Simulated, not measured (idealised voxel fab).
process module | voxel gate over fins
cross-section cut | 275 nm wide | cells 5 nm
A cross-section is a grid of square cells, given in bands from the top down. A band is one or more rows of cells.
Each band's line starts with the height of the band's top and of its bottom, in nm. Then come its materials from left to right, each with its width in nm. One material with "throughout" fills the band from edge to edge. "air" is empty space.
Height 0 is the level under which the wafer as received is all one material. The lowest band goes on downwards, as in "0 down".
A width such as "30 to 40" changes by the same amount from each row of cells to the next, from the band's top row to its bottom row.
"no change" after a step means that no cell of the cross-section changed.
closed voids: empty space of 8 cells or more with no open way to the top, each as width x height at its distance from the left edge, in nm
after a step's settings: what the simulator itself notes on the step
overlay nm, on a step with a mask: how far to the right of its planned place the mask lay; to the left if negative
plan
1 op RECEIVE | material Si
2 op CONFORMAL_DEP | material SiN | thk nm 10
3 op DIRECTIONAL_DEP | material aC | thk nm 15
4 op PATTERN | tone cover | mask id FINS | material resist | width nm 15 | pitch nm 60 | thk nm 30 | overlay nm 0
5 op DIRECTIONAL_ETCH | etch materials aC | depth nm 15
6 op STRIP | etch materials resist
7 op DIRECTIONAL_ETCH | etch materials SiN | depth nm 10
8 op DIRECTIONAL_ETCH | etch materials Si | depth nm 30
9 op STRIP | etch materials aC
10 op FILL_DEP | material SiO2 | thk nm 10
11 op CMP | height nm 10
12 op DIRECTIONAL_DEP | material aC | thk nm 15
13 op PATTERN | tone open | mask id RAIL | material resist | width nm 15 | thk nm 35 | overlay nm 0
14 op DIRECTIONAL_ETCH | etch materials aC | depth nm 15
15 op STRIP | etch materials resist
16 op DIRECTIONAL_ETCH | etch materials SiO2 | depth nm 35
17 op STRIP | etch materials aC
18 op CONFORMAL_DEP | material TiN | thk nm 5
19 op FILL_DEP | material W | thk nm 10
20 op CMP | height nm 10
21 op SELECTIVE_ETCH | etch materials W Ru TiN | depth nm 25
22 op FILL_DEP | material SiO2 | thk nm 5
23 op CMP | height nm 10
24 op SELECTIVE_ETCH | etch materials SiO2 | depth nm 20
25 op STRIP | etch materials SiN
26 op CONFORMAL_DEP | material HfO2 | thk nm 5
27 op CONFORMAL_DEP | material TiN | thk nm 5
28 op CONFORMAL_DEP | material TiAl | thk nm 5
29 op CONFORMAL_DEP | material TiN | thk nm 5
30 op FILL_DEP | material W | thk nm 15
31 op CMP | height nm 30
32 op CONFORMAL_DEP | material SiN | thk nm 10
as received, after step 1
  0 down: Si throughout
  closed voids: none
a wafer at the end: this start, this plan, one mistake
  40 to 30: SiN throughout
  30 to 20: W throughout
  20 to 15: TiN throughout
  15 to 10: TiAl throughout
  10 to 5: TiN throughout
  5 to 0: HfO2 105 | TiN 5 | HfO2 55 | TiN 5 | HfO2 105
  0 to -5: Si 100 | HfO2 5 | TiN 5 | HfO2 5 | Si 45 | HfO2 5 | TiN 5 | HfO2 5 | Si 100
  -5 to -10: Si 100 | HfO2 15 | Si 45 | HfO2 15 | Si 100
  -10 to -30: Si 100 | SiO2 15 | Si 45 | SiO2 15 | Si 100
  -30 down: Si throughout
  closed voids: none
what went wrong: step 4 ran as: op PATTERN | tone open | mask id FINS | material resist | width nm 15 | pitch nm 60 | thk nm 30 | overlay nm 0
